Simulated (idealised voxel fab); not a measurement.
A process module follows: voxel local oxidation.
Cross-section cut: width 210 nm, square cells of 5 nm.
If you're reading a cross-section in this doc, picture square cells in a grid; it comes to you as bands, top ones listed first down to the bottom, and a band can be one or more rows of cells.
In this notation a band is specified by the heights of its top and bottom, in that order and in nm, after which its materials appear from left to right, each paired with its width in nm. The word "all across" attached to a single material means that material fills the band from edge to edge; the word "air" stands for empty space.
Convention: height 0 is the level below which the wafer, as received, is all one material. The lowest band does not terminate at the bottom but continues downward, represented as "0 nm and below".
A width such as "30..40" changes by the same amount from each row of cells to the next, from the band's top row to its bottom row.
The designation "no modifications", where it is given for a processing step, indicates that no cell of the cross-section was altered in the course of that step.
Voids not open to the top, 8 cells minimum: see "Tabulated closed voids". Written width x height at distance; distance is from the left edge; nm.
What comes after the settings on a step's line is commentary from the simulator itself on that step.
The line of a step may include "overlay nm". On a step with a mask, this value is how far to the right of its planned place the mask lay. A negative value means the mask lay to the left.
Steps in the process plan:
- 1: RECEIVE: material Si
- 2: CONFORMAL_DEP: material SiO2, thk nm 5
- 3: CONFORMAL_DEP: material SiN, thk nm 10
- 4: DIRECTIONAL_DEP: material aC, thk nm 10
- 5: PATTERN: tone cover, mask id ACTIVE, material resist, width nm 125, thk nm 25, overlay nm 0
- 6: DIRECTIONAL_ETCH: etch materials aC, depth nm 10
- 7: STRIP: etch materials resist
- 8: DIRECTIONAL_ETCH: etch materials SiN, depth nm 10
- 9: STRIP: etch materials aC
- 10: SELECTIVE_ETCH: etch materials SiO2, depth nm 5
- 11: OXIDIZE: depth nm 15
- 12: STRIP: etch materials SiN
Run as planned: first of two wafers:
Delivered wafer in cross-section: state after step 1:
0 nm and below = Si all across
Tabulated closed voids: none
The wafer, seen in cross-section, after step 2:
5 nm to 0 nm = SiO2 all across
Everything below 0 is unchanged.
The wafer, seen in cross-section, after step 3:
15 nm to 5 nm = SiN all across
Everything below 5 is unchanged.
The wafer, seen in cross-section, after step 4:
25 nm to 15 nm = aC all across
Everything below 15 is unchanged.
The wafer, seen in cross-section, after step 5:
50 nm to 25 nm = 40 nm air, then 125 nm resist, then 45 nm air
Everything below 25 is unchanged.
The wafer, seen in cross-section, after step 6:
40 nm to 25 nm = 40 nm air, then 125 nm resist, then 45 nm air
25 nm to 15 nm = 40 nm air, then 125 nm aC, then 45 nm air
Everything below 15 is unchanged.
The wafer, seen in cross-section, after step 7:
25 nm to 15 nm = 40 nm air, then 125 nm aC, then 45 nm air
Everything below 15 is unchanged.
The wafer, seen in cross-section, after step 8:
25 nm to 15 nm = 40 nm air, then 125 nm aC, then 45 nm air
15 nm to 5 nm = 40 nm air, then 125 nm SiN, then 45 nm air
Everything below 5 is unchanged.
The wafer, seen in cross-section, after step 9:
15 nm to 5 nm = 40 nm air, then 125 nm SiN, then 45 nm air
Everything below 5 is unchanged.
The wafer, seen in cross-section, after step 10:
15 nm to 5 nm = 40 nm air, then 125 nm SiN, then 45 nm air
5 nm to 0 nm = 45 nm air, then 115 nm SiO2, then 50 nm air
Everything below 0 is unchanged.
The wafer, seen in cross-section, after step 11:
15 nm to 5 nm = 40 nm air, then 125 nm SiN, then 45 nm air
5 nm to 0 nm = 45 nm air, then 115 nm SiO2, then 50 nm air
0 nm to -15 nm = 60 nm SiO2, then 85 nm Si, then 65 nm SiO2
Everything below -15 is unchanged.
The wafer, seen in cross-section, after step 12:
5 nm to 0 nm = 45 nm air, then 115 nm SiO2, then 50 nm air
Everything below 0 is unchanged.
It is to be noted that the second wafer proceeded from the same initial state and according to the same plan as the first, although one mistake was committed in its execution; through step 8, inclusive, the two wafers share an identical history:
The second wafer in cross-section, at the planned close of step 9:
15 nm to 5 nm = 40 nm air, then 125 nm SiN, then 45 nm air
Everything below 5 is unchanged.
The second wafer in cross-section, at the planned close of step 10:
15 nm to 5 nm = 40 nm air, then 125 nm SiN, then 45 nm air
5 nm to 0 nm = 45 nm air, then 115 nm SiO2, then 50 nm air
Everything below 0 is unchanged.
The second wafer in cross-section, at the planned close of step 11:
15 nm to 5 nm = 40 nm air, then 125 nm SiN, then 45 nm air
5 nm to 0 nm = 45 nm air, then 115 nm SiO2, then 50 nm air
0 nm to -15 nm = 60 nm SiO2, then 85 nm Si, then 65 nm SiO2
Everything below -15 is unchanged.
The second wafer in cross-section, at the planned close of step 12:
5 nm to 0 nm = 45 nm air, then 115 nm SiO2, then 50 nm air
Everything below 0 is unchanged.
It is concluded that the wafer was processed incorrectly with respect to the plan, in that step 9 of the plan was twice carried out
The final cross-section is the same for the two wafers, so this model computes the same thing whether or not the mistake was made.
